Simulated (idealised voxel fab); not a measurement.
Process module in this document: voxel ribs on slabs
The width of the displayed cross-section, cut, is 285 nm; its cells are square, with a size of 5 nm.
We lay out every cross-section as a grid of square cells and spell it out in bands from the top down, where one band means one or more rows of cells. First you get the band's top height and its bottom height, in nm, and then the materials it's made of, left to right, with each width in nm. If you see a single material with "all across", that one covers the band edge to edge. "air" is empty space. The reference from which all heights are counted is 0, the level beneath which the as-received wafer is entirely one material; the lowest band, having no lower bound, proceeds downward and is written after the example "0 and below". You'd read "30 to 40" like this: the band's top row of cells is as wide as the first number, its bottom row is as wide as the second, and going down, every row changes width by the same amount as the row before did. "nothing was modified", as given for a step, is the statement that not any cell of the cross-section underwent a change during that step. "Enclosed void inventory" enumerates empty spaces isolated from the top, with no open way to it, that contain at least 8 cells, giving each as width x height at distance from the left edge, all three in nm. Post-settings text on a step line: simulator's own remark regarding the step. The line of a step may include "overlay nm". On a step with a mask, this value is how far to the right of its planned place the mask lay. A negative value means the mask lay to the left.
-- Below is the list of planned process steps
- 1: op RECEIVE | material Si
- 2: op DIRECTIONAL_DEP | material SiO2 | thk nm 30
- 3: op DIRECTIONAL_DEP | material SiN | thk nm 15
- 4: op PATTERN | tone cover | mask id RIB | material resist | width nm 25 | thk nm 20 | overlay nm 0
- 5: op DIRECTIONAL_ETCH | etch materials SiN | depth nm 5
- 6: op STRIP | etch materials resist
- 7: op MASKED_ETCH | tone cover | mask id SLAB | width nm 55 | etch materials SiN | depth nm 10 | overlay nm 0
- 8: op FILL_DEP | material SiO2 | thk nm 20
- 9: op CMP | height nm 55
- 10: op DIRECTIONAL_DEP | material W | thk nm 10
- 11: op MASKED_ETCH | tone cover | mask id HEATER | width nm 35 | etch materials W | depth nm 10 | overlay nm 0
- 12: op CONFORMAL_DEP | material SiO2 | thk nm 5
-- First out of two wafers; run went to plan
-- As-received wafer cross-section (after step 1)
- 0 and below: Si all across
- Enclosed void inventory: none
-- After step 2: wafer cross-section
- 30 down to 0: SiO2 all across
- Beneath the level 0, the cross-section is identical to its previous state.
-- After step 3: wafer cross-section
- 45 down to 30: SiN all across
- Beneath the level 30, the cross-section is identical to its previous state.
-- After step 4: wafer cross-section
- 65 down to 45: 130 air  25 resist  130 air
- Beneath the level 45, the cross-section is identical to its previous state.
-- After step 5: wafer cross-section
- 65 down to 45: 130 air  25 resist  130 air
- 45 down to 40: 130 air  25 SiN  130 air
- Beneath the level 40, the cross-section is identical to its previous state.
-- After step 6: wafer cross-section
- 45 down to 40: 130 air  25 SiN  130 air
- Beneath the level 40, the cross-section is identical to its previous state.
-- After step 7: wafer cross-section
- 45 down to 40: 130 air  25 SiN  130 air
- 40 down to 30: 115 air  55 SiN  115 air
- Beneath the level 30, the cross-section is identical to its previous state.
-- After step 8: wafer cross-section
- 65 down to 45: SiO2 all across
- 45 down to 40: 130 SiO2  25 SiN  130 SiO2
- 40 down to 30: 115 SiO2  55 SiN  115 SiO2
- Beneath the level 30, the cross-section is identical to its previous state.
-- After step 9: wafer cross-section
- 55 down to 45: SiO2 all across
- Beneath the level 45, the cross-section is identical to its previous state.
-- After step 10: wafer cross-section
- 65 down to 55: W all across
- Beneath the level 55, the cross-section is identical to its previous state.
-- After step 11: wafer cross-section
- 65 down to 55: 125 air  35 W  125 air
- Beneath the level 55, the cross-section is identical to its previous state.
-- After step 12: wafer cross-section
- 70 down to 65: 120 air  45 SiO2  120 air
- 65 down to 60: 120 air  5 SiO2  35 W  5 SiO2  120 air
- 60 down to 55: 125 SiO2  35 W  125 SiO2
- Beneath the level 55, the cross-section is identical to its previous state.
-- Okay, second wafer. Nothing different at the start, nothing different in the plan, just one mistake somewhere in the running. As far as step 3, counting that step, it's the first wafer all over again
-- Cross-sectional representation of the second wafer at the time designated in the plan for the completion of step 4
- 65 down to 45: 135 air  15 resist  135 air
- Beneath the level 45, the cross-section is identical to its previous state.
-- Cross-sectional representation of the second wafer at the time designated in the plan for the completion of step 5
- 65 down to 45: 135 air  15 resist  135 air
- 45 down to 40: 135 air  15 SiN  135 air
- Beneath the level 40, the cross-section is identical to its previous state.
-- Cross-sectional representation of the second wafer at the time designated in the plan for the completion of step 6
- 45 down to 40: 135 air  15 SiN  135 air
- Beneath the level 40, the cross-section is identical to its previous state.
-- Cross-sectional representation of the second wafer at the time designated in the plan for the completion of step 7
- 45 down to 40: 135 air  15 SiN  135 air
- 40 down to 30: 115 air  55 SiN  115 air
- Beneath the level 30, the cross-section is identical to its previous state.
-- Cross-sectional representation of the second wafer at the time designated in the plan for the completion of step 8
- 65 down to 45: SiO2 all across
- 45 down to 40: 135 SiO2  15 SiN  135 SiO2
- 40 down to 30: 115 SiO2  55 SiN  115 SiO2
- Beneath the level 30, the cross-section is identical to its previous state.
-- Cross-sectional representation of the second wafer at the time designated in the plan for the completion of step 9
- 55 down to 45: SiO2 all across
- Beneath the level 45, the cross-section is identical to its previous state.
-- Cross-sectional representation of the second wafer at the time designated in the plan for the completion of step 10
- 65 down to 55: W all across
- Beneath the level 55, the cross-section is identical to its previous state.
-- Cross-sectional representation of the second wafer at the time designated in the plan for the completion of step 11
- 65 down to 55: 125 air  35 W  125 air
- Beneath the level 55, the cross-section is identical to its previous state.
-- Cross-sectional representation of the second wafer at the time designated in the plan for the completion of step 12
- 70 down to 65: 120 air  45 SiO2  120 air
- 65 down to 60: 120 air  5 SiO2  35 W  5 SiO2  120 air
- 60 down to 55: 125 SiO2  35 W  125 SiO2
- Beneath the level 55, the cross-section is identical to its previous state.
Misprocessing identified: for step 4, the planned setting was not used; the step was instead run as op PATTERN | tone cover | mask id RIB | material resist | width nm 15 | thk nm 20 | overlay nm 0
Bottom line after processing is that, in cells, the second wafer is up or down on some materials versus the first: SiN -2 | SiO2 +2
